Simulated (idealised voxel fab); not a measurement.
The following is a process module called voxel quadruple lines.
The cross-section on display is named cut; it measures 255 nm wide, and its cells are 5 nm squares.
A cross-section is written here as square cells arranged in a grid, and it is given in bands from the top down, each band taking up one or more rows of cells.
Band entry format. Leading values: height of top, height of bottom, nm. Remainder: materials in left-to-right order, each with its width in nm. Special words: "all across" on a single material, which then fills the band edge to edge; "air", empty space.
Below 0: as-received wafer, all one material; heights counted from there. Lowest band: no bottom, goes on down, written "z 0 and below".
Top row gets the first number, bottom row gets the second, and each row in between changes by the same step: that is how a band width like "30..40" works.
Any step labelled "no alteration" changed none of the cells in the cross-section.
Basically, "Enclosed void inventory" tells you about the enclosed voids: empty spaces with no open way to the top, 8 cells or bigger, each written width x height at distance, where distance is from the left edge, all in nm.
Past the settings on a step's line: simulator remark, on that step.
The "overlay nm" setting may appear on a step's line; for a step that uses a mask, it gives how far to the right of its planned position the mask lay, and a negative value indicates the left.

Process steps foreseen in the plan
| 1 | RECEIVE [material Si] |
| 2 | CONFORMAL_DEP [material Al2O3] [thk nm 10] |
| 3 | DIRECTIONAL_DEP [material W] [thk nm 15] |
| 4 | DIRECTIONAL_DEP [material polySi] [thk nm 15] |
| 5 | DIRECTIONAL_DEP [material aC] [thk nm 20] |
| 6 | PATTERN [tone cover] [mask id MANDREL] [material resist] [width nm 30] [thk nm 30] [overlay nm -15] |
| 7 | DIRECTIONAL_ETCH [etch materials aC] [depth nm 20] |
| 8 | STRIP [etch materials resist] |
| 9 | CONFORMAL_DEP [material SiO2] [thk nm 10] |
| 10 | DIRECTIONAL_ETCH [etch materials SiO2] [depth nm 10] |
| 11 | STRIP [etch materials aC] |
| 12 | DIRECTIONAL_ETCH [etch materials polySi] [depth nm 15] |
| 13 | STRIP [etch materials SiO2] |
| 14 | CONFORMAL_DEP [material SiN] [thk nm 10] |
| 15 | DIRECTIONAL_ETCH [etch materials SiN] [depth nm 10] |
| 16 | STRIP [etch materials polySi] |
| 17 | DIRECTIONAL_ETCH [etch materials W] [depth nm 15] |
| 18 | STRIP [etch materials SiN] |
Be aware that, although all wafers share a common starting state, the overlay nm at step 6 differs among them, and the plan displays the first wafer's value.

So this is the first of several wafers, cross-sectioned as it came to us, meaning it's at the end of step 1
> z 0 and below = Si all across
> Enclosed void inventory: none

first wafer at the end, after step 18
> z 25 to 10 = 75 of air / 10 of W / 10 of air / 10 of W / 10 of air / 10 of W / 10 of air / 10 of W / 110 of air
> z 10 to 0 = Al2O3 all across
> z 0 and below = Si all across
> Enclosed void inventory: none

Final wafer of several, shown in cross-section at the end of the module
> z 25 to 10 = 105 of air / 10 of W / 10 of air / 10 of W / 10 of air / 10 of W / 10 of air / 10 of W / 80 of air
> z 10 to 0 = Al2O3 all across
> z 0 and below = Si all across
> Enclosed void inventory: none

The rows of the table below are wafers. Looking at the end of the module, a row counts, for every material, the cells the wafer has gained, shown as (+), or lost, shown as (-), since it was received; its closed voids come next
overlay nm -15 | +102 Al2O3 | +24 W | Enclosed void inventory: none
overlay nm -10 | +102 Al2O3 | +24 W | Enclosed void inventory: none
overlay nm -5 | +102 Al2O3 | +24 W | Enclosed void inventory: none
overlay nm 0 | +102 Al2O3 | +24 W | Enclosed void inventory: none
overlay nm 5 | +102 Al2O3 | +24 W | Enclosed void inventory: none
overlay nm 10 | +102 Al2O3 | +24 W | Enclosed void inventory: none
overlay nm 15 | +102 Al2O3 | +24 W | Enclosed void inventory: none
